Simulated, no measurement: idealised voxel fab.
process module | voxel capacitor over wiring
cross-section cut | 250 nm wide | cells 5 nm
A cross-section is a grid of square cells, given in bands from the top down. A band is one or more rows of cells.
Each band's line starts with the height of the band's top and of its bottom, in nm. Then come its materials from left to right, each with its width in nm. One material with "throughout" fills the band from edge to edge. "air" is empty space.
Height 0 is the level under which the wafer as received is all one material. The lowest band goes on downwards, as in "0 down".
A width such as "30 to 40" changes by the same amount from each row of cells to the next, from the band's top row to its bottom row.
"no change" after a step means that no cell of the cross-section changed.
closed voids: empty space of 8 cells or more with no open way to the top, each as width x height at its distance from the left edge, in nm
after a step's settings: what the simulator itself notes on the step
overlay nm, on a step with a mask: how far to the right of its planned place the mask lay; to the left if negative
plan
1 op RECEIVE | material Si
2 op CONFORMAL_DEP | material SiO2 | thk nm 15
3 op CONFORMAL_DEP | material SiN | thk nm 5
4 op DIRECTIONAL_DEP | material SiO2 | thk nm 15
5 op PATTERN | tone open | mask id METAL_1 | material resist | width nm 25 | pitch nm 95 | thk nm 15 | overlay nm 0
6 op DIRECTIONAL_ETCH | etch materials SiO2 | depth nm 15
7 op DIRECTIONAL_ETCH | etch materials SiN | depth nm 5
8 op STRIP | etch materials resist
9 op CONFORMAL_DEP | material TiN | thk nm 5
10 op FILL_DEP | material W | thk nm 10
11 op CMP | height nm 35
12 op EPI | material Ru | thk nm 5
13 op FILL_DEP | material SiCN | thk nm 5
14 op DIRECTIONAL_DEP | material SiO2 | thk nm 20
15 op MASKED_ETCH | tone open | mask id PLUG_1 | width nm 15 | etch materials SiO2 | depth nm 20 | overlay nm 0
16 op MASKED_ETCH | tone open | mask id PLUG_1 | width nm 15 | etch materials SiCN | depth nm 5 | overlay nm 0
17 op CONFORMAL_DEP | material TiN | thk nm 5
18 op FILL_DEP | material Cu | thk nm 5
19 op CMP | height nm 65
20 op DIRECTIONAL_DEP | material TiN | thk nm 10
21 op DIRECTIONAL_DEP | material HfO2 | thk nm 5
22 op DIRECTIONAL_DEP | material TiN | thk nm 10
23 op DIRECTIONAL_DEP | material aC | thk nm 10
24 op PATTERN | tone cover | mask id UPPER_PLATE | material resist | width nm 75 | thk nm 25 | overlay nm 0
25 op DIRECTIONAL_ETCH | etch materials aC | depth nm 10
26 op STRIP | etch materials resist
27 op DIRECTIONAL_ETCH | etch materials TiN | depth nm 10
28 op DIRECTIONAL_ETCH | etch materials HfO2 | depth nm 5
29 op STRIP | etch materials aC
30 op DIRECTIONAL_DEP | material aC | thk nm 10
31 op PATTERN | tone cover | mask id LOWER_PLATE | material resist | width nm 85 | thk nm 30 | overlay nm 0
32 op DIRECTIONAL_ETCH | etch materials aC | depth nm 10
33 op STRIP | etch materials resist
34 op DIRECTIONAL_ETCH | etch materials TiN | depth nm 10
35 op STRIP | etch materials aC
36 op FILL_DEP | material SiO2 | thk nm 15
37 op CMP | height nm 100
38 op DIRECTIONAL_DEP | material aC | thk nm 10
39 op PATTERN | tone open | mask id PLUG_2 | material resist | width nm 15 | thk nm 30 | overlay nm 0
40 op DIRECTIONAL_ETCH | etch materials aC | depth nm 10
41 op STRIP | etch materials resist
42 op DIRECTIONAL_ETCH | etch materials SiO2 | depth nm 10
43 op STRIP | etch materials aC
44 op CONFORMAL_DEP | material TiN | thk nm 5
45 op FILL_DEP | material Ru | thk nm 5
46 op CMP | height nm 100
47 op CONFORMAL_DEP | material SiN | thk nm 5
as received, after step 1
  0 down: Si throughout
  closed voids: none
first wafer at the end, as planned
  105 to 100: SiN throughout
  100 to 95: SiO2 85 | TiN 5 | Ru 5 | TiN 5 | SiO2 150
  95 to 90: SiO2 85 | TiN 15 | SiO2 150
  90 to 80: SiO2 75 | TiN 75 | SiO2 100
  80 to 75: SiO2 75 | HfO2 75 | SiO2 100
  75 to 65: SiO2 70 | TiN 85 | SiO2 95
  65 to 45: SiO2 75 | TiN 5 | Cu 5 | TiN 5 | SiO2 160
  45 to 40: SiCN 75 | TiN 15 | SiCN 160
  40 to 35: SiCN 60 | Ru 35 | SiCN 60 | Ru 35 | SiCN 60
  35 to 20: SiO2 65 | TiN 5 | W 15 | TiN 5 | SiO2 70 | TiN 5 | W 15 | TiN 5 | SiO2 65
  20 to 15: SiN 65 | TiN 25 | SiN 70 | TiN 25 | SiN 65
  15 to 0: SiO2 throughout
  0 down: Si throughout
  closed voids: none
second wafer at the end: like start, like plan, one mistake
  105 to 100: SiN throughout
  100 to 95: SiO2 85 | W 5 | Ru 5 | W 5 | SiO2 150
  95 to 90: SiO2 85 | W 15 | SiO2 150
  90 to 80: SiO2 75 | TiN 75 | SiO2 100
  80 to 75: SiO2 75 | HfO2 75 | SiO2 100
  75 to 65: SiO2 70 | TiN 85 | SiO2 95
  65 to 45: SiO2 75 | TiN 5 | Cu 5 | TiN 5 | SiO2 160
  45 to 40: SiCN 75 | TiN 15 | SiCN 160
  40 to 35: SiCN 60 | Ru 35 | SiCN 60 | Ru 35 | SiCN 60
  35 to 20: SiO2 65 | TiN 5 | W 15 | TiN 5 | SiO2 70 | TiN 5 | W 15 | TiN 5 | SiO2 65
  20 to 15: SiN 65 | TiN 25 | SiN 70 | TiN 25 | SiN 65
  15 to 0: SiO2 throughout
  0 down: Si throughout
  closed voids: none
what went wrong: step 44 ran as: op CONFORMAL_DEP | material W | thk nm 5
at the end the second wafer has, in cells: 5 fewer of TiN | 5 more of W
